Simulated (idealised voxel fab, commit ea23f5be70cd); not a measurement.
The document below concerns the process module designated voxel plated lines.
Displayed cross-section: cut, width of 210 nm, square cells sized 5 nm.
Square cells in a grid make up a cross-section in this document, and the grid is given as bands, listed from the top down, each one or more rows of cells.
Top, bottom (nm), then materials left to right with widths (nm); lone material tagged "everywhere" fills the whole band edge to edge; "blank" = empty space.
The level at which height equals 0 is the one under which the wafer, as it arrives, is entirely one material. No lower edge exists for the bottom band, which continues downward and is notated as in "0 -> down".
Width "30..40": first value at the band's top row of cells, second value at its bottom row, equal change from row to row.
Take "remains unaltered" at face value: in the step it is given for, the cross-section changed in none of its cells.
Closed empty spaces (no open way to the top) of 8 cells or more are what "Closed void list" lists, each as width x height at distance from the left edge, nm for all three.
Note: text after step settings on the step line = simulator remark on that step.
The "overlay nm" setting may appear on a step's line; for a step that uses a mask, it gives how far to the right of its planned position the mask lay, and a negative value indicates the left.

## Process steps - plan
- 1: RECEIVE [material Si]
- 2: CONFORMAL_DEP [material Al2O3] [thk nm 10]
- 3: DIRECTIONAL_DEP [material TiN] [thk nm 5]
- 4: PATTERN [tone open] [mask id LINES] [material resist] [width nm 25] [pitch nm 40] [thk nm 40] [overlay nm 0]
- 5: EPI [material Ru] [thk nm 10]
- 6: EPI [material Ru] [thk nm 10]
- 7: EPI [material Ru] [thk nm 10]
- 8: STRIP [etch materials resist]
- 9: DIRECTIONAL_ETCH [etch materials TiN] [depth nm 5]
- 10: CONFORMAL_DEP [material SiN] [thk nm 10]

## The first wafer of two, processed as planned

## As-received state of the wafer in cross-section, equivalent to post-step 1
* 0 -> down = Si everywhere
* Closed void list: none

## After step 2: wafer cross-section
* 10 -> 0 = Al2O3 everywhere
* Below 0, no change.

## After step 3: wafer cross-section
* 15 -> 10 = TiN everywhere
* Below 10, no change.

## After step 4: wafer cross-section
* 55 -> 15 = 70 of resist, then 25 of blank, then 15 of resist, then 25 of blank, then 75 of resist
* Below 15, no change.

## After step 5: wafer cross-section
* 55 -> 25 = 70 of resist, then 25 of blank, then 15 of resist, then 25 of blank, then 75 of resist
* 25 -> 15 = 70 of resist, then 25 of Ru, then 15 of resist, then 25 of Ru, then 75 of resist
* Below 15, no change.

## After step 6: wafer cross-section
* 55 -> 35 = 70 of resist, then 25 of blank, then 15 of resist, then 25 of blank, then 75 of resist
* 35 -> 15 = 70 of resist, then 25 of Ru, then 15 of resist, then 25 of Ru, then 75 of resist
* Below 15, no change.

## After step 7: wafer cross-section
* 55 -> 45 = 70 of resist, then 25 of blank, then 15 of resist, then 25 of blank, then 75 of resist
* 45 -> 15 = 70 of resist, then 25 of Ru, then 15 of resist, then 25 of Ru, then 75 of resist
* Below 15, no change.

## After step 8: wafer cross-section
* 45 -> 15 = 70 of blank, then 25 of Ru, then 15 of blank, then 25 of Ru, then 75 of blank
* Below 15, no change.

## After step 9: wafer cross-section
* 45 -> 15 = 70 of blank, then 25 of Ru, then 15 of blank, then 25 of Ru, then 75 of blank
* 15 -> 10 = 70 of blank, then 25 of TiN, then 15 of blank, then 25 of TiN, then 75 of blank
* Below 10, no change.

## After step 10: wafer cross-section
* 55 -> 45 = 60 of blank, then 85 of SiN, then 65 of blank
* 45 -> 20 = 60 of blank, then 10 of SiN, then 25 of Ru, then 15 of SiN, then 25 of Ru, then 10 of SiN, then 65 of blank
* 20 -> 15 = 70 of SiN, then 25 of Ru, then 15 of SiN, then 25 of Ru, then 75 of SiN
* 15 -> 10 = 70 of SiN, then 25 of TiN, then 15 of SiN, then 25 of TiN, then 75 of SiN
* Below 10, no change.

## second wafer: like start, like plan, one mistake. Through step 1 it matches the first wafer

Here is the second wafer in cross-section at the point where step 2 of the plan should have been done: remains unaltered

## Here is the second wafer in cross-section at the point where step 3 of the plan should have been done
* 5 -> 0 = TiN everywhere
* Below 0, no change.

## Here is the second wafer in cross-section at the point where step 4 of the plan should have been done
* 45 -> 5 = 70 of resist, then 25 of blank, then 15 of resist, then 25 of blank, then 75 of resist
* Below 5, no change.

## Here is the second wafer in cross-section at the point where step 5 of the plan should have been done
* 45 -> 15 = 70 of resist, then 25 of blank, then 15 of resist, then 25 of blank, then 75 of resist
* 15 -> 5 = 70 of resist, then 25 of Ru, then 15 of resist, then 25 of Ru, then 75 of resist
* Below 5, no change.

## Here is the second wafer in cross-section at the point where step 6 of the plan should have been done
* 45 -> 25 = 70 of resist, then 25 of blank, then 15 of resist, then 25 of blank, then 75 of resist
* 25 -> 5 = 70 of resist, then 25 of Ru, then 15 of resist, then 25 of Ru, then 75 of resist
* Below 5, no change.

## Here is the second wafer in cross-section at the point where step 7 of the plan should have been done
* 45 -> 35 = 70 of resist, then 25 of blank, then 15 of resist, then 25 of blank, then 75 of resist
* 35 -> 5 = 70 of resist, then 25 of Ru, then 15 of resist, then 25 of Ru, then 75 of resist
* Below 5, no change.

## Here is the second wafer in cross-section at the point where step 8 of the plan should have been done
* 35 -> 5 = 70 of blank, then 25 of Ru, then 15 of blank, then 25 of Ru, then 75 of blank
* Below 5, no change.

## Here is the second wafer in cross-section at the point where step 9 of the plan should have been done
* 35 -> 5 = 70 of blank, then 25 of Ru, then 15 of blank, then 25 of Ru, then 75 of blank
* 5 -> 0 = 70 of blank, then 25 of TiN, then 15 of blank, then 25 of TiN, then 75 of blank
* Below 0, no change.

## Here is the second wafer in cross-section at the point where step 10 of the plan should have been done
* 45 -> 35 = 60 of blank, then 85 of SiN, then 65 of blank
* 35 -> 10 = 60 of blank, then 10 of SiN, then 25 of Ru, then 15 of SiN, then 25 of Ru, then 10 of SiN, then 65 of blank
* 10 -> 5 = 70 of SiN, then 25 of Ru, then 15 of SiN, then 25 of Ru, then 75 of SiN
* 5 -> 0 = 70 of SiN, then 25 of TiN, then 15 of SiN, then 25 of TiN, then 75 of SiN
* Below 0, no change.
Deviation from plan: plan step 2 never ran because it was skipped
The second wafer ends with more or fewer cells of some materials than the first, per final count: Al2O3: 84 fewer
